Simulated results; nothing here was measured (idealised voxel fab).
The name of this process module is voxel ribs on slabs.
Square cell edge 5 nm, section width 160 nm, ID cut.
This document writes a cross-section as a grid whose cells are square, and gives it as bands, listed from the top down; one or more rows of cells form a band. Band: top height; bottom height; in nm. Then, left to right: material with width in nm, for each material. "everywhere": a single material spanning edge to edge. "air": empty space. Where do heights start? At 0: under that level the wafer as delivered is made of one material only. And the lowest band has no floor; it just carries on downward, as in "0 -> down". Width: "30 to 40" (first number = top row, second number = bottom row, same change from row to row of cells). "nothing altered" means the step left every cell of the cross-section as it was. Entry "Completely enclosed voids". Content: empty spaces with no open connection to the top, size 8 cells or greater. Each: width x height at distance. Distance: from left edge. Unit: nm. Where a step's line continues beyond its settings, the continuation is a remark by the simulator itself on that step. When a step includes a mask, the "overlay nm" setting on its line states how far to the right of its planned place that mask lay, and negative values state how far to the left.

## The process steps that were planned are listed below
1) RECEIVE: material Si
2) DIRECTIONAL_DEP: material SiO2, thk nm 20
3) DIRECTIONAL_DEP: material polySi, thk nm 20
4) MASKED_ETCH: tone cover, mask id RIB, width nm 30, etch materials polySi, depth nm 5, overlay nm 0
5) PATTERN: tone cover, mask id SLAB, material resist, width nm 80, thk nm 20, overlay nm 0
6) DIRECTIONAL_ETCH: etch materials polySi, depth nm 15
7) STRIP: etch materials resist
8) FILL_DEP: material SiO2, thk nm 20
9) CMP: height nm 55
10) DIRECTIONAL_DEP: material W, thk nm 10
11) MASKED_ETCH: tone cover, mask id HEATER, width nm 40, etch materials W, depth nm 10, overlay nm 0
12) CONFORMAL_DEP: material SiN, thk nm 5

## As-received wafer cross-section (after step 1)
  0 -> down | Si everywhere
  Completely enclosed voids: none

## Cross-section taken at module completion on the first of two wafers; processed per the plan
  70 -> 65 | air 55 nm / SiN 50 nm / air 55 nm
  65 -> 60 | air 55 nm / SiN 5 nm / W 40 nm / SiN 5 nm / air 55 nm
  60 -> 55 | SiN 60 nm / W 40 nm / SiN 60 nm
  55 -> 40 | SiO2 everywhere
  40 -> 35 | SiO2 65 nm / polySi 30 nm / SiO2 65 nm
  35 -> 20 | SiO2 40 nm / polySi 80 nm / SiO2 40 nm
  20 -> 0 | SiO2 everywhere
  0 -> down | Si everywhere
  Completely enclosed voids: none

## The second wafer, shown in cross-section after the module: started the same way as the first and given the same plan, yet one mistake crept into how it was run
  70 -> 65 | air 55 nm / SiN 50 nm / air 55 nm
  65 -> 60 | air 55 nm / SiN 5 nm / W 40 nm / SiN 5 nm / air 55 nm
  60 -> 55 | SiN 60 nm / W 40 nm / SiN 60 nm
  55 -> 40 | SiO2 40 nm / polySi 80 nm / SiO2 40 nm
  40 -> 20 | polySi everywhere
  20 -> 0 | SiO2 everywhere
  0 -> down | Si everywhere
  Completely enclosed voids: none
Finding, execution versus plan: it should be noted that step 3 of the plan was executed twice
Upon completion, the second wafer contains, in terms of cells, a greater or smaller amount of certain materials than the first wafer: SiO2: 122 fewer | polySi: 122 more
